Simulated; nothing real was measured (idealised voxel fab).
This is a process module. Its name is voxel self aligned vias.
The cross-section shown here is cut; it is 300 nm wide and divided into square cells measuring 5 nm on a side.
Square cells in a grid make up a cross-section in this document, and the grid is given as bands, listed from the top down, each one or more rows of cells.
Band: top and bottom heights (nm) first, top before bottom; then materials from left to right, widths in nm. "throughout" marks a sole material filling the band edge to edge. "air" denotes empty space.
Measure heights from 0. That's the level where, below it, the as-received wafer is all one material. The lowest band is bottomless and extends downward; write it as in "0 -> down".
Note: "30->40" means the width goes from the first number (top row of the band) to the second number (bottom row) in equal steps per row of cells.
Given "no alterations made" for a step, no cell of the cross-section differs between before and after that step.
Listed in "Closed internal voids": every empty space of 8 or more cells without an open way to the top. Form: width x height at distance, the distance being from the left edge, all in nm.
Anything after a step's settings on that line? It's the simulator's own note about the step.
For masked steps, "overlay nm" on the step line gives how far right of plan the mask actually lay; a minus sign means it lay to the left.
-- Set out below are the planned steps of the process
1. RECEIVE | material Si
2. CONFORMAL_DEP | material SiO2 | thk nm 15
3. CONFORMAL_DEP | material SiCN | thk nm 5
4. DIRECTIONAL_DEP | material lowk | thk nm 30
5. MASKED_ETCH | tone open | mask id LINES | width nm 20 | pitch nm 60 | etch materials lowk | depth nm 30 | overlay nm 0
6. CONFORMAL_DEP | material TiN | thk nm 5
7. FILL_DEP | material Ru | thk nm 10
8. CMP | height nm 50
9. SELECTIVE_ETCH | etch materials W Ru TiN | depth nm 5
10. FILL_DEP | material SiN | thk nm 10
11. CMP | height nm 40
12. DIRECTIONAL_DEP | material lowk | thk nm 20
13. MASKED_ETCH | tone open | mask id VIAS | width nm 30 | pitch nm 60 | etch materials lowk | depth nm 20 | overlay nm 0
14. MASKED_ETCH | tone open | mask id VIAS | width nm 30 | pitch nm 60 | etch materials SiN | depth nm 5 | overlay nm 0
15. CONFORMAL_DEP | material TiN | thk nm 5
16. FILL_DEP | material Cu | thk nm 10
17. CMP | height nm 70
18. CONFORMAL_DEP | material SiN | thk nm 5
Heads up: all these wafers start the same, and what changes between them is the height nm in step 11. The value you see in the plan is just what the first wafer got.
-- This is how the first of several wafers looked in cross-section when it arrived, which is after step 1
0 -> down | Si throughout
Closed internal voids: none
-- The rows of the table below are wafers. Looking at the end of the module, a row counts, for every material, the cells the wafer has gained, shown as (+), or lost, shown as (-), since it was received; its closed voids come next
height nm 40; +108 Cu; +18 Ru; +60 SiCN; +60 SiN; +180 SiO2; +114 TiN; +360 lowk; Closed internal voids: none
height nm 45; +48 Cu; +24 Ru; +60 SiCN; +60 SiN; +180 SiO2; +120 TiN; +408 lowk; Closed internal voids: none
height nm 50; +42 Cu; +24 Ru; +60 SiCN; +60 SiN; +180 SiO2; +78 TiN; +456 lowk; Closed internal voids: none
height nm 55; +36 Cu; +24 Ru; +60 SiCN; +114 SiN; +180 SiO2; +72 TiN; +414 lowk; Closed internal voids: none
height nm 60; +24 Cu; +24 Ru; +60 SiCN; +174 SiN; +180 SiO2; +66 TiN; +372 lowk; Closed internal voids: none
